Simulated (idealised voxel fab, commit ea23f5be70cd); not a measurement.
voxel wiring stack: a process module
Section cut is 260 nm wide and gridded with 5 nm square cells.
A cross-section is written here as square cells arranged in a grid, and it is given in bands from the top down, each band taking up one or more rows of cells.
First you get the band's top height and its bottom height, in nm, and then the materials it's made of, left to right, with each width in nm. If you see a single material with "everywhere", that one covers the band edge to edge. "air" is empty space.
A quick word on heights: they are counted from 0, and under that level the wafer as it came to us is one material throughout. The lowest band is different from the rest in having no bottom; it simply continues downward, written as in "0 -> down".
Per-row width for "30->40": begins at first number (top row of band), ends at second number (bottom row), increment between rows held constant.
The designation "remains unaltered", where it is given for a processing step, indicates that no cell of the cross-section was altered in the course of that step.
"Closed void roster" enumerates empty spaces isolated from the top, with no open way to it, that contain at least 8 cells, giving each as width x height at distance from the left edge, all three in nm.
Heads up: the bit after the settings on a step's line is the simulator's remark on that step.
The optional step-line setting "overlay nm" applies to steps with a mask and quantifies how far to the right of its planned location the mask lay, a negative value indicating leftward placement.
# List of planned process steps
1. RECEIVE, material Si
2. CONFORMAL_DEP, material SiO2, thk nm 10
3. CONFORMAL_DEP, material SiCN, thk nm 5
4. DIRECTIONAL_DEP, material SiO2, thk nm 15
5. PATTERN, tone open, mask id METAL_1, material resist, width nm 30, pitch nm 55, thk nm 20, overlay nm 0
6. DIRECTIONAL_ETCH, etch materials SiO2, depth nm 15
7. DIRECTIONAL_ETCH, etch materials SiCN, depth nm 5
8. STRIP, etch materials resist
9. CONFORMAL_DEP, material TiN, thk nm 5
10. FILL_DEP, material Cu, thk nm 5
11. CMP, height nm 30
12. CONFORMAL_DEP, material SiCN, thk nm 5
13. DIRECTIONAL_DEP, material SiO2, thk nm 20
14. MASKED_ETCH, tone open, mask id PLUG_1, width nm 15, pitch nm 55, etch materials SiO2, depth nm 20, overlay nm 0
15. MASKED_ETCH, tone open, mask id PLUG_1, width nm 15, pitch nm 55, etch materials SiCN, depth nm 5, overlay nm 0
16. EPI, material Ru, thk nm 10
17. EPI, material Ru, thk nm 10
18. EPI, material Ru, thk nm 5
19. CONFORMAL_DEP, material SiCN, thk nm 5
20. DIRECTIONAL_DEP, material lowk, thk nm 20
21. PATTERN, tone open, mask id METAL_2, material resist, width nm 30, pitch nm 55, thk nm 20, overlay nm 0
22. DIRECTIONAL_ETCH, etch materials lowk, depth nm 20
23. DIRECTIONAL_ETCH, etch materials SiCN, depth nm 5
24. STRIP, etch materials resist
25. CONFORMAL_DEP, material TiN, thk nm 5
26. FILL_DEP, material Cu, thk nm 10
27. CMP, height nm 80
28. CONFORMAL_DEP, material SiCN, thk nm 5
29. DIRECTIONAL_DEP, material lowk, thk nm 30
30. MASKED_ETCH, tone open, mask id METAL_3_HOLES, width nm 15, pitch nm 55, etch materials lowk, depth nm 30, overlay nm 0
31. MASKED_ETCH, tone open, mask id METAL_3, width nm 30, pitch nm 55, etch materials lowk, depth nm 20, overlay nm 0
32. MASKED_ETCH, tone open, mask id METAL_3, width nm 30, pitch nm 55, etch materials SiCN, depth nm 5, overlay nm 0
33. CONFORMAL_DEP, material TiN, thk nm 5
34. FILL_DEP, material Cu, thk nm 5
35. CMP, height nm 115
36. CONFORMAL_DEP, material SiCN, thk nm 5
37. DIRECTIONAL_DEP, material lowk, thk nm 10
38. DIRECTIONAL_DEP, material aC, thk nm 10
39. PATTERN, tone open, mask id PLUG_3, material resist, width nm 15, thk nm 25, overlay nm 0
40. DIRECTIONAL_ETCH, etch materials aC, depth nm 10
41. STRIP, etch materials resist
42. DIRECTIONAL_ETCH, etch materials lowk, depth nm 10
43. DIRECTIONAL_ETCH, etch materials SiCN, depth nm 5
44. STRIP, etch materials aC
45. CONFORMAL_DEP, material TiN, thk nm 5
46. FILL_DEP, material W, thk nm 10
47. CMP, height nm 130
48. CONFORMAL_DEP, material SiN, thk nm 5
49. DIRECTIONAL_DEP, material lowk, thk nm 25
50. MASKED_ETCH, tone open, mask id METAL_4, width nm 30, pitch nm 55, etch materials lowk, depth nm 25, overlay nm 0
51. MASKED_ETCH, tone open, mask id METAL_4, width nm 30, pitch nm 55, etch materials SiN, depth nm 5, overlay nm 0
52. CONFORMAL_DEP, material TiN, thk nm 5
53. FILL_DEP, material Cu, thk nm 5
54. CMP, height nm 160
55. EPI, material Ru, thk nm 5
56. FILL_DEP, material SiCN, thk nm 5
# Cross-section of the wafer at receipt, which is the condition after step 1
    0 -> down  Si everywhere
    Closed void roster: none
# First of two wafers at the end of the module, shown in cross-section; run carried out as planned
    170 -> 165  SiCN everywhere
    165 -> 160  SiCN (80) | Ru (40) | SiCN (15) | Ru (40) | SiCN (85)
    160 -> 135  lowk (85) | TiN (5) | Cu (20) | TiN (5) | lowk (25) | TiN (5) | Cu (20) | TiN (5) | lowk (90)
    135 -> 130  SiN (85) | TiN (30) | SiN (25) | TiN (30) | SiN (90)
    130 -> 120  lowk (85) | TiN (5) | W (5) | TiN (5) | lowk (160)
    120 -> 115  SiCN (85) | TiN (15) | SiCN (160)
    115 -> 100  lowk (85) | TiN (5) | Cu (20) | TiN (5) | lowk (25) | TiN (5) | Cu (20) | TiN (5) | lowk (90)
    100 -> 95  lowk (85) | TiN (5) | Cu (5) | TiN (20) | lowk (25) | TiN (5) | Cu (5) | TiN (20) | lowk (90)
    95 -> 85  lowk (85) | TiN (5) | Cu (5) | TiN (5) | lowk (40) | TiN (5) | Cu (5) | TiN (5) | lowk (105)
    85 -> 80  SiCN (85) | TiN (15) | SiCN (40) | TiN (15) | SiCN (105)
    80 -> 60  lowk (85) | TiN (5) | Cu (20) | TiN (5) | lowk (25) | TiN (5) | Cu (20) | TiN (5) | lowk (90)
    60 -> 55  SiCN (85) | TiN (30) | SiCN (25) | TiN (30) | SiCN (90)
    55 -> 35  SiO2 (85) | Ru (15) | SiO2 (40) | Ru (15) | SiO2 (105)
    35 -> 30  SiCN (85) | Ru (15) | SiCN (40) | Ru (15) | SiCN (105)
    30 -> 15  SiO2 (85) | TiN (5) | Cu (20) | TiN (5) | SiO2 (25) | TiN (5) | Cu (20) | TiN (5) | SiO2 (90)
    15 -> 10  SiCN (85) | TiN (30) | SiCN (25) | TiN (30) | SiCN (90)
    10 -> 0  SiO2 everywhere
    0 -> down  Si everywhere
    Closed void roster: none
# The second wafer, shown in cross-section after the module: started the same way as the first and given the same plan, yet one mistake crept into how it was run
    170 -> 165  SiCN everywhere
    165 -> 160  SiCN (80) | Ru (40) | SiCN (15) | Ru (40) | SiCN (85)
    160 -> 135  lowk (85) | TiN (5) | Cu (20) | TiN (5) | lowk (25) | TiN (5) | Cu (20) | TiN (5) | lowk (90)
    135 -> 130  SiN (85) | TiN (30) | SiN (25) | TiN (30) | SiN (90)
    130 -> 120  lowk (85) | TiN (5) | W (5) | TiN (5) | lowk (160)
    120 -> 115  SiCN (85) | TiN (15) | SiCN (160)
    115 -> 100  lowk (85) | TiN (5) | Cu (20) | TiN (5) | lowk (25) | TiN (5) | Cu (20) | TiN (5) | lowk (90)
    100 -> 95  lowk (85) | TiN (5) | Cu (5) | TiN (20) | lowk (25) | TiN (5) | Cu (5) | TiN (20) | lowk (90)
    95 -> 85  lowk (85) | TiN (5) | Cu (5) | TiN (5) | lowk (40) | TiN (5) | Cu (5) | TiN (5) | lowk (105)
    85 -> 80  SiCN (85) | TiN (15) | SiCN (40) | TiN (15) | SiCN (105)
    80 -> 70  lowk (85) | TiN (5) | Cu (20) | TiN (5) | lowk (25) | TiN (5) | Cu (20) | TiN (5) | lowk (90)
    70 -> 65  lowk (70) | SiCN (15) | TiN (30) | lowk (10) | SiCN (15) | TiN (30) | lowk (90)
    65 -> 60  lowk (70) | SiCN (5) | Ru (35) | SiCN (5) | lowk (10) | SiCN (5) | Ru (35) | SiCN (5) | lowk (90)
    60 -> 55  SiCN (75) | Ru (35) | SiCN (20) | Ru (35) | SiCN (95)
    55 -> 35  SiO2 (85) | Ru (15) | SiO2 (40) | Ru (15) | SiO2 (105)
    35 -> 30  SiCN (85) | Ru (15) | SiCN (40) | Ru (15) | SiCN (105)
    30 -> 15  SiO2 (85) | TiN (5) | Cu (20) | TiN (5) | SiO2 (25) | TiN (5) | Cu (20) | TiN (5) | SiO2 (90)
    15 -> 10  SiCN (85) | TiN (30) | SiCN (25) | TiN (30) | SiCN (90)
    10 -> 0  SiO2 everywhere
    0 -> down  Si everywhere
    Closed void roster: none
Deviation noted in wafer processing: step run twice: one of 16 and 17 (identical), unknown which
It is noted that, at the conclusion of processing, the second wafer exhibits a higher or lower cell count for certain materials relative to the first: Cu -16 | Ru +28 | SiCN +8 | TiN -8 | lowk -12
